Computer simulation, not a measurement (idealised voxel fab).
Proc. module: voxel fin reveal
Cross-sectional view cut (width: 165 nm; square cell size: 5 nm).
Just so we're on the same page, the cross-sections are grids of square cells, and they're listed out in bands top to bottom, each band one or more rows deep. The band entry comprises the height of the band's top followed by the height of its bottom, expressed in nm, and subsequently the band's materials from left to right, each stated together with its width in nm. Where a single material is marked with the word "all across", that material fills the band from edge to edge. The word "blank" represents empty space. The level at which height equals 0 is the one under which the wafer, as it arrives, is entirely one material. No lower edge exists for the bottom band, which continues downward and is notated as in "from 0 down". Width "30..40": first value at the band's top row of cells, second value at its bottom row, equal change from row to row. "no alteration", as given for a step, is the statement that not any cell of the cross-section underwent a change during that step. The label "Sealed cavities" introduces a list of the empty spaces, 8 cells or larger, that have no open way up to the top; each entry in it reads width x height at distance, where the distance is taken from the left edge and all three are stated in nm. Post-settings text on a step line: simulator's own remark regarding the step. overlay nm: how far to the right of its planned place the mask lay on this masked step (negative: to the left).
The planned process steps are enumerated hereunder
- 1: op RECEIVE | material Si
- 2: op CONFORMAL_DEP | material SiN | thk nm 5
- 3: op MASKED_ETCH | tone cover | mask id FINS | width nm 15 | pitch nm 40 | etch materials SiN | depth nm 5 | overlay nm 0
- 4: op MASKED_ETCH | tone cover | mask id FINS | width nm 15 | pitch nm 40 | etch materials Si | depth nm 40 | overlay nm 0
- 5: op OXIDIZE | depth nm 5
- 6: op FILL_DEP | material SiO2 | thk nm 10
- 7: op CMP | height nm 5
- 8: op SELECTIVE_ETCH | etch materials SiO2 | depth nm 25
- 9: op STRIP | etch materials SiN
- 10: op CONFORMAL_DEP | material SiO2 | thk nm 5
Incoming wafer, cross-sectional view, post step 1
  from 0 down: Si all across
  Sealed cavities: none
First of two wafers at the end of the module, shown in cross-section; run carried out as planned
  from 5 to 0: blank=55; SiO2=15; blank=25; SiO2=15; blank=55
  from 0 to -15: blank=55; SiO2=5; Si=5; SiO2=5; blank=25; SiO2=5; Si=5; SiO2=5; blank=55
  from -15 to -45: SiO2=60; Si=5; SiO2=35; Si=5; SiO2=60
  from -45 down: Si all across
  Sealed cavities: none
Cross-sectional view: second of two wafers, end of module; start and plan identical to the first, one mistake in running
  from 5 to 0: blank=60; SiO2=15; blank=25; SiO2=15; blank=50
  from 0 to -5: blank=55; SiO2=10; Si=5; SiO2=5; blank=20; SiO2=10; Si=5; SiO2=5; blank=50
  from -5 to -15: blank=55; SiO2=5; Si=10; SiO2=5; blank=20; SiO2=5; Si=10; SiO2=5; blank=50
  from -15 to -45: SiO2=60; Si=10; SiO2=30; Si=10; SiO2=55
  from -45 down: Si all across
  Sealed cavities: none
So what did we get wrong on this run? step 3 was not run as planned; what actually ran was op MASKED_ETCH | tone cover | mask id FINS | width nm 15 | pitch nm 40 | etch materials SiN | depth nm 5 | overlay nm 5
Count the cells at the end and the second wafer has more or fewer of some materials than the first: +16 Si, -10 SiO2
